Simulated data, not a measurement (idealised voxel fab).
Process module name: voxel capacitor over wiring
Section cut is 210 nm wide and gridded with 5 nm square cells.
A cross-section in this document is a grid of square cells, and it is written down as bands, the top band listed before the ones below it; a band is made up of one or more rows of cells.
Band entry format. Leading values: height of top, height of bottom, nm. Remainder: materials in left-to-right order, each with its width in nm. Special words: "everywhere" on a single material, which then fills the band edge to edge; "air", empty space.
Basically, 0 is our baseline, since under it the wafer straight out of the box is all one material. The bottom band has no lower end and keeps on going down, so it looks like "0 -> down".
Width: "30..40" (first number = top row, second number = bottom row, same change from row to row of cells).
When a step is marked "remained the same", none of the cells in the cross-section changed during that step.
Heads up: "Voids, sealed" only lists the empty pockets with no open path to the top that are 8 cells or more, and it writes them as width x height at distance, distance from the left edge, in nm.
It should be noted that, on the line of a given step, the content following the step's settings is a remark produced by the simulator itself with respect to that step.
The "overlay nm" setting may appear on a step's line; for a step that uses a mask, it gives how far to the right of its planned position the mask lay, and a negative value indicates the left.
How should the pairs below be read? Each gives the cross-section before one process step and the cross-section after it, the latter drawn only to the lowest band that changed; the step that lies between them, with its settings, appears under the pair. Does a pair pick up where the pair above left off? Only where its entry headed "Geometry before processing" says so, since pairs can come from different runs of this module on the same starting wafer.

Geometry before processing
* 55 -> 45: W everywhere
* 45 -> 40: TiN (60) | W (10) | TiN (70) | W (10) | TiN (60)
* 40 -> 25: SiO2 (55) | TiN (5) | W (10) | TiN (5) | SiO2 (60) | TiN (5) | W (10) | TiN (5) | SiO2 (55)
* 25 -> 20: SiO2 (55) | TiN (20) | SiO2 (60) | TiN (20) | SiO2 (55)
* 20 -> 5: SiO2 everywhere
* 5 -> 0: SiCN everywhere
* 0 -> down: Si everywhere
* Voids, sealed: none

Post-Step Cross-Section
* 40 -> 25: SiO2 (55) | TiN (5) | W (10) | TiN (5) | SiO2 (60) | TiN (5) | W (10) | TiN (5) | SiO2 (55)
* No changes below 25.
* Voids, sealed: none
Step that separates the before view from the after view above: CMP, height nm 40

Geometry before processing: we pick up right where the pair above leaves off, with its after cross-section.

Post-Step Cross-Section
* 45 -> 40: air (50) | Ru (30) | air (50) | Ru (30) | air (50)
* No changes below 40.
* Voids, sealed: none
Step that separates the before view from the after view above: EPI, material Ru, thk nm 5

Geometry before processing: we pick up right where the pair above leaves off, with its after cross-section.

Post-Step Cross-Section
* 50 -> 45: SiCN everywhere
* 45 -> 40: SiCN (50) | Ru (30) | SiCN (50) | Ru (30) | SiCN (50)
* No changes below 40.
* Voids, sealed: none
Step that separates the before view from the after view above: FILL_DEP, material SiCN, thk nm 5

Geometry before processing: we pick up right where the pair above leaves off, with its after cross-section.

Post-Step Cross-Section
* 65 -> 50: lowk everywhere
* No changes below 50.
* Voids, sealed: none
Step that separates the before view from the after view above: DIRECTIONAL_DEP, material lowk, thk nm 15

Geometry before processing: we pick up right where the pair above leaves off, with its after cross-section.

Post-Step Cross-Section
* 65 -> 50: lowk (60) | air (15) | lowk (135)
* No changes below 50.
* Voids, sealed: none
Step that separates the before view from the after view above: MASKED_ETCH, tone open, mask id PLUG_1, width nm 15, etch materials lowk, depth nm 15, overlay nm 0

Geometry before processing: we pick up right where the pair above leaves off, with its after cross-section.

Post-Step Cross-Section
* 65 -> 50: lowk (60) | air (15) | lowk (135)
* 50 -> 45: SiCN (60) | air (15) | SiCN (135)
* No changes below 45.
* Voids, sealed: none
Step that separates the before view from the after view above: MASKED_ETCH, tone open, mask id PLUG_1, width nm 15, etch materials SiCN, depth nm 5, overlay nm 0

Geometry before processing: we pick up right where the pair above leaves off, with its after cross-section.

Post-Step Cross-Section
* 65 -> 55: lowk (60) | air (15) | lowk (135)
* 55 -> 50: lowk (60) | Ru (15) | lowk (135)
* 50 -> 45: SiCN (60) | Ru (15) | SiCN (135)
* No changes below 45.
* Voids, sealed: none
Step that separates the before view from the after view above: EPI, material Ru, thk nm 10

Geometry before processing: we pick up right where the pair above leaves off, with its after cross-section.

Post-Step Cross-Section
* 65 -> 50: lowk (60) | Ru (15) | lowk (135)
* No changes below 50.
* Voids, sealed: none
Step that separates the before view from the after view above: EPI, material Ru, thk nm 10

Geometry before processing: we pick up right where the pair above leaves off, with its after cross-section.

Post-Step Cross-Section
* 70 -> 65: TiN everywhere
* No changes below 65.
* Voids, sealed: none
Step that separates the before view from the after view above: DIRECTIONAL_DEP, material TiN, thk nm 5

Geometry before processing: we pick up right where the pair above leaves off, with its after cross-section.

Post-Step Cross-Section
* 75 -> 70: HfO2 everywhere
* No changes below 70.
* Voids, sealed: none
Step that separates the before view from the after view above: DIRECTIONAL_DEP, material HfO2, thk nm 5

Geometry before processing: we pick up right where the pair above leaves off, with its after cross-section.

Post-Step Cross-Section
* 80 -> 75: TiN everywhere
* No changes below 75.
* Voids, sealed: none
Step that separates the before view from the after view above: DIRECTIONAL_DEP, material TiN, thk nm 5

Geometry before processing: we pick up right where the pair above leaves off, with its after cross-section.

Post-Step Cross-Section
* 100 -> 80: air (60) | resist (65) | air (85)
* No changes below 80.
* Voids, sealed: none
Step that separates the before view from the after view above: PATTERN, tone cover, mask id UPPER_PLATE, material resist, width nm 65, thk nm 20, overlay nm 0

Geometry before processing: we pick up right where the pair above leaves off, with its after cross-section.

Post-Step Cross-Section
* 100 -> 80: air (60) | resist (65) | air (85)
* 80 -> 75: air (60) | TiN (65) | air (85)
* No changes below 75.
* Voids, sealed: none
Step that separates the before view from the after view above: DIRECTIONAL_ETCH, etch materials TiN, depth nm 5

Geometry before processing: we pick up right where the pair above leaves off, with its after cross-section.

Post-Step Cross-Section
* 100 -> 80: air (60) | resist (65) | air (85)
* 80 -> 75: air (60) | TiN (65) | air (85)
* 75 -> 70: air (60) | HfO2 (65) | air (85)
* No changes below 70.
* Voids, sealed: none
Step that separates the before view from the after view above: DIRECTIONAL_ETCH, etch materials HfO2, depth nm 5

Geometry before processing: we pick up right where the pair above leaves off, with its after cross-section.

Post-Step Cross-Section
* 80 -> 75: air (60) | TiN (65) | air (85)
* No changes below 75.
* Voids, sealed: none
Step that separates the before view from the after view above: STRIP, etch materials resist

Geometry before processing: we pick up right where the pair above leaves off, with its after cross-section.

Post-Step Cross-Section
* 80 -> 75: air (60) | TiN (65) | air (85)
* 75 -> 70: air (60) | HfO2 (65) | air (85)
* 70 -> 65: air (55) | TiN (75) | air (80)
* No changes below 65.
* Voids, sealed: none
Step that separates the before view from the after view above: MASKED_ETCH, tone cover, mask id LOWER_PLATE, width nm 75, etch materials TiN, depth nm 5, overlay nm 0

Geometry before processing: we pick up right where the pair above leaves off, with its after cross-section.

Post-Step Cross-Section
* 100 -> 80: SiO2 everywhere
* 80 -> 75: SiO2 (60) | TiN (65) | SiO2 (85)
* 75 -> 70: SiO2 (60) | HfO2 (65) | SiO2 (85)
* 70 -> 65: SiO2 (55) | TiN (75) | SiO2 (80)
* No changes below 65.
* Voids, sealed: none
Step that separates the before view from the after view above: FILL_DEP, material SiO2, thk nm 20

Geometry before processing: we pick up right where the pair above leaves off, with its after cross-section.

Post-Step Cross-Section
* 95 -> 80: SiO2 everywhere
* No changes below 80.
* Voids, sealed: none
Step that separates the before view from the after view above: CMP, height nm 95

Geometry before processing: we pick up right where the pair above leaves off, with its after cross-section.

Post-Step Cross-Section
* 115 -> 95: resist (70) | air (15) | resist (125)
* No changes below 95.
* Voids, sealed: none
Step that separates the before view from the after view above: PATTERN, tone open, mask id PLUG_2, material resist, width nm 15, thk nm 20, overlay nm 0

Geometry before processing: we pick up right where the pair above leaves off, with its after cross-section.

Post-Step Cross-Section
* 115 -> 95: resist (70) | air (15) | resist (125)
* 95 -> 80: SiO2 (70) | air (15) | SiO2 (125)
* No changes below 80.
* Voids, sealed: none
Step that separates the before view from the after view above: DIRECTIONAL_ETCH, etch materials SiO2, depth nm 15

Geometry before processing: we pick up right where the pair above leaves off, with its after cross-section.

Post-Step Cross-Section
* 95 -> 80: SiO2 (70) | air (15) | SiO2 (125)
* No changes below 80.
* Voids, sealed: none
Step that separates the before view from the after view above: STRIP, etch materials resist

Geometry before processing: we pick up right where the pair above leaves off, with its after cross-section.

Post-Step Cross-Section
* 100 -> 95: TiN (75) | air (5) | TiN (130)
* 95 -> 85: SiO2 (70) | TiN (5) | air (5) | TiN (5) | SiO2 (125)
* 85 -> 75: SiO2 (70..60) | TiN (15..65) | SiO2 (125..85)
* No changes below 75.
* Voids, sealed: none
Step that separates the before view from the after view above: CONFORMAL_DEP, material TiN, thk nm 5

Geometry before processing: we pick up right where the pair above leaves off, with its after cross-section.

Post-Step Cross-Section
* 110 -> 100: Cu everywhere
* 100 -> 95: TiN (75) | Cu (5) | TiN (130)
* 95 -> 85: SiO2 (70) | TiN (5) | Cu (5) | TiN (5) | SiO2 (125)
* No changes below 85.
* Voids, sealed: none
Step that separates the before view from the after view above: FILL_DEP, material Cu, thk nm 10

Geometry before processing: we pick up right where the pair above leaves off, with its after cross-section.

Post-Step Cross-Section
* 95 -> 85: SiO2 (70) | TiN (5) | Cu (5) | TiN (5) | SiO2 (125)
* No changes below 85.
* Voids, sealed: none
Step that separates the before view from the after view above: CMP, height nm 95

Geometry before processing: we pick up right where the pair above leaves off, with its after cross-section.

Post-Step Cross-Section
* 100 -> 95: SiN everywhere
* No changes below 95.
* Voids, sealed: none
Step that separates the before view from the after view above: CONFORMAL_DEP, material SiN, thk nm 5

Geometry before processing
* 50 -> 45: SiCN everywhere
* 45 -> 40: SiCN (50) | Ru (30) | SiCN (50) | Ru (30) | SiCN (50)
* 40 -> 20: SiO2 (55) | TiN (5) | W (10) | TiN (5) | SiO2 (60) | TiN (5) | W (10) | TiN (5) | SiO2 (55)
* 20 -> 15: SiCN (55) | TiN (20) | SiCN (60) | TiN (20) | SiCN (55)
* 15 -> 0: SiO2 everywhere
* 0 -> down: Si everywhere
* Voids, sealed: none

Post-Step Cross-Section
* 75 -> 50: lowk everywhere
* No changes below 50.
* Voids, sealed: none
Step that separates the before view from the after view above: DIRECTIONAL_DEP, material lowk, thk nm 25

Geometry before processing: we pick up right where the pair above leaves off, with its after cross-section.

Post-Step Cross-Section
* 75 -> 60: lowk (60) | air (15) | lowk (135)
* No changes below 60.
* Voids, sealed: none
Step that separates the before view from the after view above: MASKED_ETCH, tone open, mask id PLUG_1, width nm 15, etch materials lowk, depth nm 15, overlay nm 0

Geometry before processing: we pick up right where the pair above leaves off, with its after cross-section.

Post-Step Cross-Section
* 80 -> 75: TiN (60) | air (15) | TiN (135)
* 75 -> 65: lowk (60) | air (15) | lowk (135)
* 65 -> 60: lowk (60) | TiN (15) | lowk (135)
* No changes below 60.
* Voids, sealed: none
Step that separates the before view from the after view above: DIRECTIONAL_DEP, material TiN, thk nm 5

Geometry before processing: we pick up right where the pair above leaves off, with its after cross-section.

Post-Step Cross-Section
* 85 -> 80: HfO2 (60) | air (15) | HfO2 (135)
* 80 -> 75: TiN (60) | air (15) | TiN (135)
* 75 -> 70: lowk (60) | air (15) | lowk (135)
* 70 -> 65: lowk (60) | HfO2 (15) | lowk (135)
* No changes below 65.
* Voids, sealed: none
Step that separates the before view from the after view above: DIRECTIONAL_DEP, material HfO2, thk nm 5

Geometry before processing: we pick up right where the pair above leaves off, with its after cross-section.

Post-Step Cross-Section
* 90 -> 85: TiN (60) | air (15) | TiN (135)
* 85 -> 80: HfO2 (60) | air (15) | HfO2 (135)
* 80 -> 75: TiN (60) | air (15) | TiN (135)
* 75 -> 70: lowk (60) | TiN (15) | lowk (135)
* No changes below 70.
* Voids, sealed: none
Step that separates the before view from the after view above: DIRECTIONAL_DEP, material TiN, thk nm 5

Geometry before processing: we pick up right where the pair above leaves off, with its after cross-section.

Post-Step Cross-Section
* 110 -> 90: air (60) | resist (65) | air (85)
* 90 -> 85: TiN (60) | resist (15) | TiN (135)
* 85 -> 80: HfO2 (60) | resist (15) | HfO2 (135)
* 80 -> 75: TiN (60) | resist (15) | TiN (135)
* No changes below 75.
* Voids, sealed: none
Step that separates the before view from the after view above: PATTERN, tone cover, mask id UPPER_PLATE, material resist, width nm 65, thk nm 20, overlay nm 0

Geometry before processing: we pick up right where the pair above leaves off, with its after cross-section.

Post-Step Cross-Section
* 110 -> 90: air (60) | resist (65) | air (85)
* 90 -> 85: air (60) | resist (15) | TiN (50) | air (85)
* No changes below 85.
* Voids, sealed: none
Step that separates the before view from the after view above: DIRECTIONAL_ETCH, etch materials TiN, depth nm 5

Geometry before processing: we pick up right where the pair above leaves off, with its after cross-section.

Post-Step Cross-Section
* 110 -> 90: air (60) | resist (65) | air (85)
* 90 -> 85: air (60) | resist (15) | TiN (50) | air (85)
* 85 -> 80: air (60) | resist (15) | HfO2 (50) | air (85)
* No changes below 80.
* Voids, sealed: none
Step that separates the before view from the after view above: DIRECTIONAL_ETCH, etch materials HfO2, depth nm 5

Geometry before processing: we pick up right where the pair above leaves off, with its after cross-section.

Post-Step Cross-Section
* 90 -> 85: air (75) | TiN (50) | air (85)
* 85 -> 80: air (75) | HfO2 (50) | air (85)
* 80 -> 75: TiN (60) | air (15) | TiN (135)
* No changes below 75.
* Voids, sealed: none
Step that separates the before view from the after view above: STRIP, etch materials resist

Geometry before processing: we pick up right where the pair above leaves off, with its after cross-section.

Post-Step Cross-Section
* 90 -> 85: air (75) | TiN (50) | air (85)
* 85 -> 80: air (75) | HfO2 (50) | air (85)
* 80 -> 75: air (55) | TiN (5) | air (15) | TiN (55) | air (80)
* No changes below 75.
* Voids, sealed: none
Step that separates the before view from the after view above: MASKED_ETCH, tone cover, mask id LOWER_PLATE, width nm 75, etch materials TiN, depth nm 5, overlay nm 0

Geometry before processing: we pick up right where the pair above leaves off, with its after cross-section.

Post-Step Cross-Section
* 110 -> 90: SiO2 everywhere
* 90 -> 85: SiO2 (75) | TiN (50) | SiO2 (85)
* 85 -> 80: SiO2 (75) | HfO2 (50) | SiO2 (85)
* 80 -> 75: SiO2 (55) | TiN (5) | SiO2 (15) | TiN (55) | SiO2 (80)
* No changes below 75.
* Voids, sealed: none
Step that separates the before view from the after view above: FILL_DEP, material SiO2, thk nm 20

Geometry before processing: we pick up right where the pair above leaves off, with its after cross-section.

Post-Step Cross-Section
* 95 -> 90: SiO2 everywhere
* No changes below 90.
* Voids, sealed: none
Step that separates the before view from the after view above: CMP, height nm 95

Geometry before processing: we pick up right where the pair above leaves off, with its after cross-section.

Post-Step Cross-Section
* 115 -> 95: resist (70) | air (15) | resist (125)
* No changes below 95.
* Voids, sealed: none
Step that separates the before view from the after view above: PATTERN, tone open, mask id PLUG_2, material resist, width nm 15, thk nm 20, overlay nm 0

Geometry before processing: we pick up right where the pair above leaves off, with its after cross-section.

Post-Step Cross-Section
* 115 -> 95: resist (70) | air (15) | resist (125)
* 95 -> 90: SiO2 (70) | air (15) | SiO2 (125)
* 90 -> 85: SiO2 (70) | air (5) | TiN (50) | SiO2 (85)
* 85 -> 80: SiO2 (70) | air (5) | HfO2 (50) | SiO2 (85)
* No changes below 80.
* Voids, sealed: none
Step that separates the before view from the after view above: DIRECTIONAL_ETCH, etch materials SiO2, depth nm 15

Geometry before processing: we pick up right where the pair above leaves off, with its after cross-section.

Post-Step Cross-Section
* 95 -> 90: SiO2 (70) | air (15) | SiO2 (125)
* No changes below 90.
* Voids, sealed: none
Step that separates the before view from the after view above: STRIP, etch materials resist

Geometry before processing: we pick up right where the pair above leaves off, with its after cross-section.

Post-Step Cross-Section
* 100 -> 95: TiN (75) | air (5) | TiN (130)
* 95 -> 85: SiO2 (70) | TiN (15..55) | SiO2 (125..85)
* 85 -> 80: SiO2 (70) | TiN (5) | HfO2 (50) | SiO2 (85)
* No changes below 80.
* Voids, sealed: none
Step that separates the before view from the after view above: CONFORMAL_DEP, material TiN, thk nm 5

Geometry before processing: we pick up right where the pair above leaves off, with its after cross-section.

Post-Step Cross-Section
* 110 -> 100: Cu everywhere
* 100 -> 95: TiN (75) | Cu (5) | TiN (130)
* No changes below 95.
* Voids, sealed: none
Step that separates the before view from the after view above: FILL_DEP, material Cu, thk nm 10

Geometry before processing: we pick up right where the pair above leaves off, with its after cross-section.

Post-Step Cross-Section
* 95 -> 85: SiO2 (70) | TiN (15..55) | SiO2 (125..85)
* No changes below 85.
* Voids, sealed: none
Step that separates the before view from the after view above: CMP, height nm 95

Geometry before processing: we pick up right where the pair above leaves off, with its after cross-section.

Post-Step Cross-Section
* 100 -> 95: SiN everywhere
* No changes below 95.
* Voids, sealed: none
Step that separates the before view from the after view above: CONFORMAL_DEP, material SiN, thk nm 5

Geometry before processing
* 80 -> 75: TiN everywhere
* 75 -> 70: HfO2 everywhere
* 70 -> 65: TiN everywhere
* 65 -> 50: lowk (60) | Ru (15) | lowk (135)
* 50 -> 45: SiCN (60) | Ru (15) | SiCN (135)
* 45 -> 40: SiCN (50) | Ru (30) | SiCN (50) | Ru (30) | SiCN (50)
* 40 -> 20: SiO2 (55) | TiN (5) | W (10) | TiN (5) | SiO2 (60) | TiN (5) | W (10) | TiN (5) | SiO2 (55)
* 20 -> 15: SiCN (55) | TiN (20) | SiCN (60) | TiN (20) | SiCN (55)
* 15 -> 0: SiO2 everywhere
* 0 -> down: Si everywhere
* Voids, sealed: none

Post-Step Cross-Section
* 100 -> 80: air (65) | resist (55) | air (90)
* No changes below 80.
* Voids, sealed: none
Step that separates the before view from the after view above: PATTERN, tone cover, mask id UPPER_PLATE, material resist, width nm 55, thk nm 20, overlay nm 0

Geometry before processing: we pick up right where the pair above leaves off, with its after cross-section.

Post-Step Cross-Section
* 100 -> 80: air (65) | resist (55) | air (90)
* 80 -> 75: air (65) | TiN (55) | air (90)
* No changes below 75.
* Voids, sealed: none
Step that separates the before view from the after view above: DIRECTIONAL_ETCH, etch materials TiN, depth nm 5

Geometry before processing: we pick up right where the pair above leaves off, with its after cross-section.

Post-Step Cross-Section
* 100 -> 80: air (65) | resist (55) | air (90)
* 80 -> 75: air (65) | TiN (55) | air (90)
* 75 -> 70: air (65) | HfO2 (55) | air (90)
* No changes below 70.
* Voids, sealed: none
Step that separates the before view from the after view above: DIRECTIONAL_ETCH, etch materials HfO2, depth nm 5

Geometry before processing: we pick up right where the pair above leaves off, with its after cross-section.

Post-Step Cross-Section
* 80 -> 75: air (65) | TiN (55) | air (90)
* No changes below 75.
* Voids, sealed: none
Step that separates the before view from the after view above: STRIP, etch materials resist

Geometry before processing: we pick up right where the pair above leaves off, with its after cross-section.

Post-Step Cross-Section
* 80 -> 75: air (65) | TiN (55) | air (90)
* 75 -> 70: air (65) | HfO2 (55) | air (90)
* 70 -> 65: air (55) | TiN (75) | air (80)
* No changes below 65.
* Voids, sealed: none
Step that separates the before view from the after view above: MASKED_ETCH, tone cover, mask id LOWER_PLATE, width nm 75, etch materials TiN, depth nm 5, overlay nm 0

Geometry before processing: we pick up right where the pair above leaves off, with its after cross-section.

Post-Step Cross-Section
* 100 -> 80: SiO2 everywhere
* 80 -> 75: SiO2 (65) | TiN (55) | SiO2 (90)
* 75 -> 70: SiO2 (65) | HfO2 (55) | SiO2 (90)
* 70 -> 65: SiO2 (55) | TiN (75) | SiO2 (80)
* No changes below 65.
* Voids, sealed: none
Step that separates the before view from the after view above: FILL_DEP, material SiO2, thk nm 20

Geometry before processing: we pick up right where the pair above leaves off, with its after cross-section.

Post-Step Cross-Section
* 95 -> 80: SiO2 everywhere
* No changes below 80.
* Voids, sealed: none
Step that separates the before view from the after view above: CMP, height nm 95

Geometry before processing: we pick up right where the pair above leaves off, with its after cross-section.

Post-Step Cross-Section
* 115 -> 95: resist (70) | air (15) | resist (125)
* No changes below 95.
* Voids, sealed: none
Step that separates the before view from the after view above: PATTERN, tone open, mask id PLUG_2, material resist, width nm 15, thk nm 20, overlay nm 0

Geometry before processing: we pick up right where the pair above leaves off, with its after cross-section.

Post-Step Cross-Section
* 115 -> 95: resist (70) | air (15) | resist (125)
* 95 -> 80: SiO2 (70) | air (15) | SiO2 (125)
* No changes below 80.
* Voids, sealed: none
Step that separates the before view from the after view above: DIRECTIONAL_ETCH, etch materials SiO2, depth nm 15

Geometry before processing: we pick up right where the pair above leaves off, with its after cross-section.

Post-Step Cross-Section
* 95 -> 80: SiO2 (70) | air (15) | SiO2 (125)
* No changes below 80.
* Voids, sealed: none
Step that separates the before view from the after view above: STRIP, etch materials resist

Geometry before processing: we pick up right where the pair above leaves off, with its after cross-section.

Post-Step Cross-Section
* 100 -> 95: TiN (75) | air (5) | TiN (130)
* 95 -> 85: SiO2 (70) | TiN (5) | air (5) | TiN (5) | SiO2 (125)
* 85 -> 75: SiO2 (70..65) | TiN (15..55) | SiO2 (125..90)
* No changes below 75.
* Voids, sealed: none
Step that separates the before view from the after view above: CONFORMAL_DEP, material TiN, thk nm 5

Geometry before processing: we pick up right where the pair above leaves off, with its after cross-section.

Post-Step Cross-Section
* 110 -> 100: Cu everywhere
* 100 -> 95: TiN (75) | Cu (5) | TiN (130)
* 95 -> 85: SiO2 (70) | TiN (5) | Cu (5) | TiN (5) | SiO2 (125)
* No changes below 85.
* Voids, sealed: none
Step that separates the before view from the after view above: FILL_DEP, material Cu, thk nm 10

Geometry before processing: we pick up right where the pair above leaves off, with its after cross-section.

Post-Step Cross-Section
* 95 -> 85: SiO2 (70) | TiN (5) | Cu (5) | TiN (5) | SiO2 (125)
* No changes below 85.
* Voids, sealed: none
Step that separates the before view from the after view above: CMP, height nm 95

Geometry before processing: we pick up right where the pair above leaves off, with its after cross-section.

Post-Step Cross-Section
* 100 -> 95: SiN everywhere
* No changes below 95.
* Voids, sealed: none
Step that separates the before view from the after view above: CONFORMAL_DEP, material SiN, thk nm 5

Geometry before processing
* 40 -> 20: SiO2 everywhere
* 20 -> 15: SiCN everywhere
* 15 -> 0: SiO2 everywhere
* 0 -> down: Si everywhere
* Voids, sealed: none

Post-Step Cross-Section
* 55 -> 40: resist (45) | air (20) | resist (60) | air (20) | resist (65)
* No changes below 40.
* Voids, sealed: none
Step that separates the before view from the after view above: PATTERN, tone open, mask id METAL_1, material resist, width nm 20, pitch nm 80, thk nm 15, overlay nm -10

Geometry before processing: we pick up right where the pair above leaves off, with its after cross-section.

Post-Step Cross-Section
* 55 -> 40: resist (45) | air (20) | resist (60) | air (20) | resist (65)
* 40 -> 20: SiO2 (45) | air (20) | SiO2 (60) | air (20) | SiO2 (65)
* No changes below 20.
* Voids, sealed: none
Step that separates the before view from the after view above: DIRECTIONAL_ETCH, etch materials SiO2, depth nm 20

Geometry before processing: we pick up right where the pair above leaves off, with its after cross-section.

Post-Step Cross-Section
* 55 -> 40: resist (45) | air (20) | resist (60) | air (20) | resist (65)
* 40 -> 20: SiO2 (45) | air (20) | SiO2 (60) | air (20) | SiO2 (65)
* 20 -> 15: SiCN (45) | air (20) | SiCN (60) | air (20) | SiCN (65)
* No changes below 15.
* Voids, sealed: none
Step that separates the before view from the after view above: DIRECTIONAL_ETCH, etch materials SiCN, depth nm 5

Geometry before processing: we pick up right where the pair above leaves off, with its after cross-section.

Post-Step Cross-Section
* 40 -> 20: SiO2 (45) | air (20) | SiO2 (60) | air (20) | SiO2 (65)
* No changes below 20.
* Voids, sealed: none
Step that separates the before view from the after view above: STRIP, etch materials resist

Geometry before processing: we pick up right where the pair above leaves off, with its after cross-section.

Post-Step Cross-Section
* 45 -> 40: TiN (50) | air (10) | TiN (70) | air (10) | TiN (70)
* 40 -> 20: SiO2 (45) | TiN (5) | air (10) | TiN (5) | SiO2 (60) | TiN (5) | air (10) | TiN (5) | SiO2 (65)
* 20 -> 15: SiCN (45) | TiN (20) | SiCN (60) | TiN (20) | SiCN (65)
* No changes below 15.
* Voids, sealed: none
Step that separates the before view from the after view above: CONFORMAL_DEP, material TiN, thk nm 5

Geometry before processing: we pick up right where the pair above leaves off, with its after cross-section.

Post-Step Cross-Section
* 55 -> 45: W everywhere
* 45 -> 40: TiN (50) | W (10) | TiN (70) | W (10) | TiN (70)
* 40 -> 20: SiO2 (45) | TiN (5) | W (10) | TiN (5) | SiO2 (60) | TiN (5) | W (10) | TiN (5) | SiO2 (65)
* No changes below 20.
* Voids, sealed: none
Step that separates the before view from the after view above: FILL_DEP, material W, thk nm 10

Geometry before processing: we pick up right where the pair above leaves off, with its after cross-section.

Post-Step Cross-Section
* 40 -> 20: SiO2 (45) | TiN (5) | W (10) | TiN (5) | SiO2 (60) | TiN (5) | W (10) | TiN (5) | SiO2 (65)
* No changes below 20.
* Voids, sealed: none
Step that separates the before view from the after view above: CMP, height nm 40

Geometry before processing: we pick up right where the pair above leaves off, with its after cross-section.

Post-Step Cross-Section
* 45 -> 40: air (40) | Ru (30) | air (50) | Ru (30) | air (60)
* No changes below 40.
* Voids, sealed: none
Step that separates the before view from the after view above: EPI, material Ru, thk nm 5

Geometry before processing: we pick up right where the pair above leaves off, with its after cross-section.

Post-Step Cross-Section
* 50 -> 45: SiCN everywhere
* 45 -> 40: SiCN (40) | Ru (30) | SiCN (50) | Ru (30) | SiCN (60)
* No changes below 40.
* Voids, sealed: none
Step that separates the before view from the after view above: FILL_DEP, material SiCN, thk nm 5

Geometry before processing: we pick up right where the pair above leaves off, with its after cross-section.

Post-Step Cross-Section
* 65 -> 50: lowk everywhere
* No changes below 50.
* Voids, sealed: none
Step that separates the before view from the after view above: DIRECTIONAL_DEP, material lowk, thk nm 15

Geometry before processing: we pick up right where the pair above leaves off, with its after cross-section.

Post-Step Cross-Section
* 65 -> 50: lowk (60) | air (15) | lowk (135)
* No changes below 50.
* Voids, sealed: none
Step that separates the before view from the after view above: MASKED_ETCH, tone open, mask id PLUG_1, width nm 15, etch materials lowk, depth nm 15, overlay nm 0

Geometry before processing: we pick up right where the pair above leaves off, with its after cross-section.

Post-Step Cross-Section
* 65 -> 50: lowk (60) | air (15) | lowk (135)
* 50 -> 45: SiCN (60) | air (15) | SiCN (135)
* No changes below 45.
* Voids, sealed: none
Step that separates the before view from the after view above: MASKED_ETCH, tone open, mask id PLUG_1, width nm 15, etch materials SiCN, depth nm 5, overlay nm 0

Geometry before processing: we pick up right where the pair above leaves off, with its after cross-section.

Post-Step Cross-Section
* 65 -> 55: lowk (60) | air (15) | lowk (135)
* 55 -> 50: lowk (60) | Ru (15) | lowk (135)
* 50 -> 45: SiCN (60) | Ru (15) | SiCN (135)
* No changes below 45.
* Voids, sealed: none
Step that separates the before view from the after view above: EPI, material Ru, thk nm 10

Geometry before processing: we pick up right where the pair above leaves off, with its after cross-section.

Post-Step Cross-Section
* 65 -> 50: lowk (60) | Ru (15) | lowk (135)
* No changes below 50.
* Voids, sealed: none
Step that separates the before view from the after view above: EPI, material Ru, thk nm 10

Geometry before processing: we pick up right where the pair above leaves off, with its after cross-section.

Post-Step Cross-Section
* 70 -> 65: TiN everywhere
* No changes below 65.
* Voids, sealed: none
Step that separates the before view from the after view above: DIRECTIONAL_DEP, material TiN, thk nm 5

Geometry before processing: we pick up right where the pair above leaves off, with its after cross-section.

Post-Step Cross-Section
* 75 -> 70: HfO2 everywhere
* No changes below 70.
* Voids, sealed: none
Step that separates the before view from the after view above: DIRECTIONAL_DEP, material HfO2, thk nm 5

Geometry before processing: we pick up right where the pair above leaves off, with its after cross-section.

Post-Step Cross-Section
* 80 -> 75: TiN everywhere
* No changes below 75.
* Voids, sealed: none
Step that separates the before view from the after view above: DIRECTIONAL_DEP, material TiN, thk nm 5

Geometry before processing: we pick up right where the pair above leaves off, with its after cross-section.

Post-Step Cross-Section
* 100 -> 80: air (60) | resist (65) | air (85)
* No changes below 80.
* Voids, sealed: none
Step that separates the before view from the after view above: PATTERN, tone cover, mask id UPPER_PLATE, material resist, width nm 65, thk nm 20, overlay nm 0

Geometry before processing: we pick up right where the pair above leaves off, with its after cross-section.

Post-Step Cross-Section
* 100 -> 80: air (60) | resist (65) | air (85)
* 80 -> 75: air (60) | TiN (65) | air (85)
* No changes below 75.
* Voids, sealed: none
Step that separates the before view from the after view above: DIRECTIONAL_ETCH, etch materials TiN, depth nm 5

Geometry before processing: we pick up right where the pair above leaves off, with its after cross-section.

Post-Step Cross-Section
* 100 -> 80: air (60) | resist (65) | air (85)
* 80 -> 75: air (60) | TiN (65) | air (85)
* 75 -> 70: air (60) | HfO2 (65) | air (85)
* No changes below 70.
* Voids, sealed: none
Step that separates the before view from the after view above: DIRECTIONAL_ETCH, etch materials HfO2, depth nm 5

Geometry before processing: we pick up right where the pair above leaves off, with its after cross-section.

Post-Step Cross-Section
* 80 -> 75: air (60) | TiN (65) | air (85)
* No changes below 75.
* Voids, sealed: none
Step that separates the before view from the after view above: STRIP, etch materials resist

Geometry before processing: we pick up right where the pair above leaves off, with its after cross-section.

Post-Step Cross-Section
* 80 -> 75: air (60) | TiN (65) | air (85)
* 75 -> 70: air (60) | HfO2 (65) | air (85)
* 70 -> 65: air (55) | TiN (75) | air (80)
* No changes below 65.
* Voids, sealed: none
Step that separates the before view from the after view above: MASKED_ETCH, tone cover, mask id LOWER_PLATE, width nm 75, etch materials TiN, depth nm 5, overlay nm 0

Geometry before processing: we pick up right where the pair above leaves off, with its after cross-section.

Post-Step Cross-Section
* 100 -> 80: SiO2 everywhere
* 80 -> 75: SiO2 (60) | TiN (65) | SiO2 (85)
* 75 -> 70: SiO2 (60) | HfO2 (65) | SiO2 (85)
* 70 -> 65: SiO2 (55) | TiN (75) | SiO2 (80)
* No changes below 65.
* Voids, sealed: none
Step that separates the before view from the after view above: FILL_DEP, material SiO2, thk nm 20

Geometry before processing: we pick up right where the pair above leaves off, with its after cross-section.

Post-Step Cross-Section
* 95 -> 80: SiO2 everywhere
* No changes below 80.
* Voids, sealed: none
Step that separates the before view from the after view above: CMP, height nm 95

Geometry before processing: we pick up right where the pair above leaves off, with its after cross-section.

Post-Step Cross-Section
* 115 -> 95: resist (70) | air (15) | resist (125)
* No changes below 95.
* Voids, sealed: none
Step that separates the before view from the after view above: PATTERN, tone open, mask id PLUG_2, material resist, width nm 15, thk nm 20, overlay nm 0

Geometry before processing: we pick up right where the pair above leaves off, with its after cross-section.

Post-Step Cross-Section
* 115 -> 95: resist (70) | air (15) | resist (125)
* 95 -> 80: SiO2 (70) | air (15) | SiO2 (125)
* No changes below 80.
* Voids, sealed: none
Step that separates the before view from the after view above: DIRECTIONAL_ETCH, etch materials SiO2, depth nm 15
